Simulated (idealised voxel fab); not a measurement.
The process module that follows is named voxel wiring stack.
For reference, the cross-section in this document is cut, with width 225 nm and square cells of 5 nm.
When this document writes out a cross-section, it uses a grid of square cells and lists it as bands, beginning at the top and moving down, with a band standing for one or more rows of cells.
Top, bottom (nm), then materials left to right with widths (nm); lone material tagged "everywhere" fills the whole band edge to edge; "air" = empty space.
Heights are reckoned from 0. Under this level, the received wafer is all of one material. The bottommost band is open-ended downward, for example "from 0 down".
When a width is written as two numbers, as in "30..40", the first number is the width in the top row of cells of the band and the second is the width in its bottom row, and the width changes by the same amount from each row to the next.
When a step is marked "remained the same", none of the cells in the cross-section changed during that step.
So "Closed voids list" is basically the list of trapped voids: any empty space of 8 cells or more that can't reach the top through an opening. They're written width x height at distance, the distance being from the left edge, and it's all nm.
On a step's line, text after the settings is the simulator commenting on that step.
If you see "overlay nm" on a step's line and that step has a mask, it's telling you how far right of where it was planned the mask ended up; a negative number means it went left instead.
The process steps that were planned are listed below
step 1: RECEIVE with material Si
step 2: CONFORMAL_DEP with material SiO2, thk nm 15
step 3: DIRECTIONAL_DEP with material TiN, thk nm 5
step 4: DIRECTIONAL_DEP with material Ru, thk nm 20
step 5: MASKED_ETCH with tone cover, mask id METAL_1, width nm 20, pitch nm 40, etch materials Ru, depth nm 20, overlay nm 0
step 6: MASKED_ETCH with tone cover, mask id METAL_1, width nm 20, pitch nm 40, etch materials TiN, depth nm 5, overlay nm 0
step 7: FILL_DEP with material lowk, thk nm 5
step 8: CMP with height nm 40
step 9: CONFORMAL_DEP with material SiCN, thk nm 5
step 10: DIRECTIONAL_DEP with material SiO2, thk nm 20
step 11: DIRECTIONAL_DEP with material aC, thk nm 10
step 12: PATTERN with tone open, mask id PLUG_1, material resist, width nm 15, thk nm 25, overlay nm 0
step 13: DIRECTIONAL_ETCH with etch materials aC, depth nm 10
step 14: STRIP with etch materials resist
step 15: DIRECTIONAL_ETCH with etch materials SiO2, depth nm 20
step 16: DIRECTIONAL_ETCH with etch materials SiCN, depth nm 5
step 17: STRIP with etch materials aC
step 18: CONFORMAL_DEP with material TiN, thk nm 5
step 19: FILL_DEP with material Ru, thk nm 10
step 20: CMP with height nm 65
step 21: CONFORMAL_DEP with material SiN, thk nm 5
step 22: DIRECTIONAL_DEP with material SiO2, thk nm 20
step 23: DIRECTIONAL_DEP with material aC, thk nm 15
step 24: PATTERN with tone open, mask id METAL_2, material resist, width nm 20, pitch nm 40, thk nm 30, overlay nm 0
step 25: DIRECTIONAL_ETCH with etch materials aC, depth nm 15
step 26: STRIP with etch materials resist
step 27: DIRECTIONAL_ETCH with etch materials SiO2, depth nm 20
step 28: DIRECTIONAL_ETCH with etch materials SiN, depth nm 5
step 29: STRIP with etch materials aC
step 30: CONFORMAL_DEP with material TiN, thk nm 5
step 31: FILL_DEP with material Cu, thk nm 5
step 32: CMP with height nm 90
step 33: EPI with material Ru, thk nm 5
step 34: FILL_DEP with material SiCN, thk nm 5
step 35: DIRECTIONAL_DEP with material SiO2, thk nm 30
step 36: MASKED_ETCH with tone open, mask id METAL_3_HOLES, width nm 15, etch materials SiO2, depth nm 30, overlay nm 0
step 37: MASKED_ETCH with tone open, mask id METAL_3, width nm 20, pitch nm 40, etch materials SiO2, depth nm 15, overlay nm 0
step 38: MASKED_ETCH with tone open, mask id METAL_3, width nm 20, pitch nm 40, etch materials SiCN, depth nm 5, overlay nm 0
step 39: CONFORMAL_DEP with material TiN, thk nm 5
step 40: FILL_DEP with material Cu, thk nm 10
step 41: CMP with height nm 130
step 42: CONFORMAL_DEP with material SiN, thk nm 5
First of two wafers, with the run carried out as planned
Step 1 complete: cross-section of the wafer as received
* from 0 down: Si everywhere
* Closed voids list: none
After step 2, in cross-section
* from 15 to 0: SiO2 everywhere
* Below 0 it's all the same as before, nothing changed down there.
After step 3, in cross-section
* from 20 to 15: TiN everywhere
* Below 15 it's all the same as before, nothing changed down there.
After step 4, in cross-section
* from 40 to 20: Ru everywhere
* Below 20 it's all the same as before, nothing changed down there.
After step 5, in cross-section
* from 40 to 20: air 80, Ru 20, air 20, Ru 20, air 85
* Below 20 it's all the same as before, nothing changed down there.
After step 6, in cross-section
* from 40 to 20: air 80, Ru 20, air 20, Ru 20, air 85
* from 20 to 15: air 80, TiN 20, air 20, TiN 20, air 85
* Below 15 it's all the same as before, nothing changed down there.
After step 7, in cross-section
* from 45 to 40: lowk everywhere
* from 40 to 20: lowk 80, Ru 20, lowk 20, Ru 20, lowk 85
* from 20 to 15: lowk 80, TiN 20, lowk 20, TiN 20, lowk 85
* Below 15 it's all the same as before, nothing changed down there.
After step 8, in cross-section
* from 40 to 20: lowk 80, Ru 20, lowk 20, Ru 20, lowk 85
* Below 20 it's all the same as before, nothing changed down there.
After step 9, in cross-section
* from 45 to 40: SiCN everywhere
* Below 40 it's all the same as before, nothing changed down there.
After step 10, in cross-section
* from 65 to 45: SiO2 everywhere
* Below 45 it's all the same as before, nothing changed down there.
After step 11, in cross-section
* from 75 to 65: aC everywhere
* Below 65 it's all the same as before, nothing changed down there.
After step 12, in cross-section
* from 100 to 75: resist 80, air 15, resist 130
* Below 75 it's all the same as before, nothing changed down there.
After step 13, in cross-section
* from 90 to 75: resist 80, air 15, resist 130
* from 75 to 65: aC 80, air 15, aC 130
* Below 65 it's all the same as before, nothing changed down there.
After step 14, in cross-section
* from 75 to 65: aC 80, air 15, aC 130
* Below 65 it's all the same as before, nothing changed down there.
After step 15, in cross-section
* from 75 to 65: aC 80, air 15, aC 130
* from 65 to 45: SiO2 80, air 15, SiO2 130
* Below 45 it's all the same as before, nothing changed down there.
After step 16, in cross-section
* from 75 to 65: aC 80, air 15, aC 130
* from 65 to 45: SiO2 80, air 15, SiO2 130
* from 45 to 40: SiCN 80, air 15, SiCN 130
* Below 40 it's all the same as before, nothing changed down there.
After step 17, in cross-section
* from 65 to 45: SiO2 80, air 15, SiO2 130
* Below 45 it's all the same as before, nothing changed down there.
After step 18, in cross-section
* from 70 to 65: TiN 85, air 5, TiN 135
* from 65 to 45: SiO2 80, TiN 5, air 5, TiN 5, SiO2 130
* from 45 to 40: SiCN 80, TiN 15, SiCN 130
* Below 40 it's all the same as before, nothing changed down there.
After step 19, in cross-section
* from 80 to 70: Ru everywhere
* from 70 to 65: TiN 85, Ru 5, TiN 135
* from 65 to 45: SiO2 80, TiN 5, Ru 5, TiN 5, SiO2 130
* Below 45 it's all the same as before, nothing changed down there.
After step 20, in cross-section
* from 65 to 45: SiO2 80, TiN 5, Ru 5, TiN 5, SiO2 130
* Below 45 it's all the same as before, nothing changed down there.
After step 21, in cross-section
* from 70 to 65: SiN everywhere
* Below 65 it's all the same as before, nothing changed down there.
After step 22, in cross-section
* from 90 to 70: SiO2 everywhere
* Below 70 it's all the same as before, nothing changed down there.
After step 23, in cross-section
* from 105 to 90: aC everywhere
* Below 90 it's all the same as before, nothing changed down there.
After step 24, in cross-section
* from 135 to 105: resist 80, air 20, resist 20, air 20, resist 85
* Below 105 it's all the same as before, nothing changed down there.
After step 25, in cross-section
* from 120 to 105: resist 80, air 20, resist 20, air 20, resist 85
* from 105 to 90: aC 80, air 20, aC 20, air 20, aC 85
* Below 90 it's all the same as before, nothing changed down there.
After step 26, in cross-section
* from 105 to 90: aC 80, air 20, aC 20, air 20, aC 85
* Below 90 it's all the same as before, nothing changed down there.
After step 27, in cross-section
* from 105 to 90: aC 80, air 20, aC 20, air 20, aC 85
* from 90 to 70: SiO2 80, air 20, SiO2 20, air 20, SiO2 85
* Below 70 it's all the same as before, nothing changed down there.
After step 28, in cross-section
* from 105 to 90: aC 80, air 20, aC 20, air 20, aC 85
* from 90 to 70: SiO2 80, air 20, SiO2 20, air 20, SiO2 85
* from 70 to 65: SiN 80, air 20, SiN 20, air 20, SiN 85
* Below 65 it's all the same as before, nothing changed down there.
After step 29, in cross-section
* from 90 to 70: SiO2 80, air 20, SiO2 20, air 20, SiO2 85
* Below 70 it's all the same as before, nothing changed down there.
After step 30, in cross-section
* from 95 to 90: TiN 85, air 10, TiN 30, air 10, TiN 90
* from 90 to 70: SiO2 80, TiN 5, air 10, TiN 5, SiO2 20, TiN 5, air 10, TiN 5, SiO2 85
* from 70 to 65: SiN 80, TiN 20, SiN 20, TiN 20, SiN 85
* Below 65 it's all the same as before, nothing changed down there.
After step 31, in cross-section
* from 100 to 95: Cu everywhere
* from 95 to 90: TiN 85, Cu 10, TiN 30, Cu 10, TiN 90
* from 90 to 70: SiO2 80, TiN 5, Cu 10, TiN 5, SiO2 20, TiN 5, Cu 10, TiN 5, SiO2 85
* Below 70 it's all the same as before, nothing changed down there.
After step 32, in cross-section
* from 90 to 70: SiO2 80, TiN 5, Cu 10, TiN 5, SiO2 20, TiN 5, Cu 10, TiN 5, SiO2 85
* Below 70 it's all the same as before, nothing changed down there.
After step 33, in cross-section
* from 95 to 90: air 75, Ru 30, air 10, Ru 30, air 80
* Below 90 it's all the same as before, nothing changed down there.
After step 34, in cross-section
* from 100 to 95: SiCN everywhere
* from 95 to 90: SiCN 75, Ru 30, SiCN 10, Ru 30, SiCN 80
* Below 90 it's all the same as before, nothing changed down there.
After step 35, in cross-section
* from 130 to 100: SiO2 everywhere
* Below 100 it's all the same as before, nothing changed down there.
After step 36, in cross-section
* from 130 to 100: SiO2 80, air 15, SiO2 130
* Below 100 it's all the same as before, nothing changed down there.
After step 37, in cross-section
* from 130 to 115: SiO2 80, air 20, SiO2 20, air 20, SiO2 85
* Below 115 it's all the same as before, nothing changed down there.
After step 38, in cross-section
* from 130 to 115: SiO2 80, air 20, SiO2 20, air 20, SiO2 85
* from 115 to 100: SiO2 80, air 15, SiO2 130
* from 100 to 95: SiCN 80, air 15, SiCN 130
* Below 95 it's all the same as before, nothing changed down there.
After step 39, in cross-section
* from 135 to 130: TiN 85, air 10, TiN 30, air 10, TiN 90
* from 130 to 120: SiO2 80, TiN 5, air 10, TiN 5, SiO2 20, TiN 5, air 10, TiN 5, SiO2 85
* from 120 to 115: SiO2 80, TiN 5, air 5, TiN 10, SiO2 20, TiN 20, SiO2 85
* from 115 to 100: SiO2 80, TiN 5, air 5, TiN 5, SiO2 130
* from 100 to 95: SiCN 80, TiN 15, SiCN 130
* Below 95 it's all the same as before, nothing changed down there.
After step 40, in cross-section
* from 145 to 135: Cu everywhere
* from 135 to 130: TiN 85, Cu 10, TiN 30, Cu 10, TiN 90
* from 130 to 120: SiO2 80, TiN 5, Cu 10, TiN 5, SiO2 20, TiN 5, Cu 10, TiN 5, SiO2 85
* from 120 to 115: SiO2 80, TiN 5, Cu 5, TiN 10, SiO2 20, TiN 20, SiO2 85
* from 115 to 100: SiO2 80, TiN 5, Cu 5, TiN 5, SiO2 130
* Below 100 it's all the same as before, nothing changed down there.
After step 41, in cross-section
* from 130 to 120: SiO2 80, TiN 5, Cu 10, TiN 5, SiO2 20, TiN 5, Cu 10, TiN 5, SiO2 85
* Below 120 it's all the same as before, nothing changed down there.
After step 42, in cross-section
* from 135 to 130: SiN everywhere
* Below 130 it's all the same as before, nothing changed down there.
Second wafer. Start and plan as for the first. One mistake made in running. Agrees with the first up to and including step 33
Cross-section of the second wafer at the time step 34 of the plan should have ended: remained the same
Cross-section of the second wafer at the time step 35 of the plan should have ended
* from 125 to 120: air 75, SiO2 30, air 10, SiO2 30, air 80
* from 120 to 95: SiO2 everywhere
* from 95 to 90: SiO2 75, Ru 30, SiO2 10, Ru 30, SiO2 80
* Below 90 it's all the same as before, nothing changed down there.
Cross-section of the second wafer at the time step 36 of the plan should have ended
* from 125 to 120: air 75, SiO2 5, air 15, SiO2 10, air 10, SiO2 30, air 80
* from 120 to 95: SiO2 80, air 15, SiO2 130
* Below 95 it's all the same as before, nothing changed down there.
Cross-section of the second wafer at the time step 37 of the plan should have ended
* from 125 to 120: air 75, SiO2 5, air 20, SiO2 5, air 10, SiO2 5, air 20, SiO2 5, air 80
* from 120 to 110: SiO2 80, air 20, SiO2 20, air 20, SiO2 85
* Below 110 it's all the same as before, nothing changed down there.
Cross-section of the second wafer at the time step 38 of the plan should have ended: remained the same
Cross-section of the second wafer at the time step 39 of the plan should have ended
* from 130 to 125: air 70, TiN 15, air 10, TiN 30, air 10, TiN 15, air 75
* from 125 to 120: TiN 75, SiO2 5, TiN 5, air 10, TiN 5, SiO2 5, TiN 10, SiO2 5, TiN 5, air 10, TiN 5, SiO2 5, TiN 80
* from 120 to 115: SiO2 80, TiN 5, air 10, TiN 5, SiO2 20, TiN 5, air 10, TiN 5, SiO2 85
* from 115 to 110: SiO2 80, TiN 5, air 5, TiN 10, SiO2 20, TiN 20, SiO2 85
* from 110 to 100: SiO2 80, TiN 5, air 5, TiN 5, SiO2 130
* from 100 to 95: SiO2 80, TiN 15, SiO2 130
* Below 95 it's all the same as before, nothing changed down there.
Cross-section of the second wafer at the time step 40 of the plan should have ended
* from 140 to 130: Cu everywhere
* from 130 to 125: Cu 70, TiN 15, Cu 10, TiN 30, Cu 10, TiN 15, Cu 75
* from 125 to 120: TiN 75, SiO2 5, TiN 5, Cu 10, TiN 5, SiO2 5, TiN 10, SiO2 5, TiN 5, Cu 10, TiN 5, SiO2 5, TiN 80
* from 120 to 115: SiO2 80, TiN 5, Cu 10, TiN 5, SiO2 20, TiN 5, Cu 10, TiN 5, SiO2 85
* from 115 to 110: SiO2 80, TiN 5, Cu 5, TiN 10, SiO2 20, TiN 20, SiO2 85
* from 110 to 100: SiO2 80, TiN 5, Cu 5, TiN 5, SiO2 130
* Below 100 it's all the same as before, nothing changed down there.
Cross-section of the second wafer at the time step 41 of the plan should have ended
* from 130 to 125: Cu 70, TiN 15, Cu 10, TiN 30, Cu 10, TiN 15, Cu 75
* Below 125 it's all the same as before, nothing changed down there.
Cross-section of the second wafer at the time step 42 of the plan should have ended
* from 135 to 130: SiN everywhere
* Below 130 it's all the same as before, nothing changed down there.
Heads up, the wafer didn't run the way we planned it: step 34 was left out
The closing comparison, in cells, has the second wafer with more or fewer of some materials than the first: Cu +32; SiCN -75; TiN +43
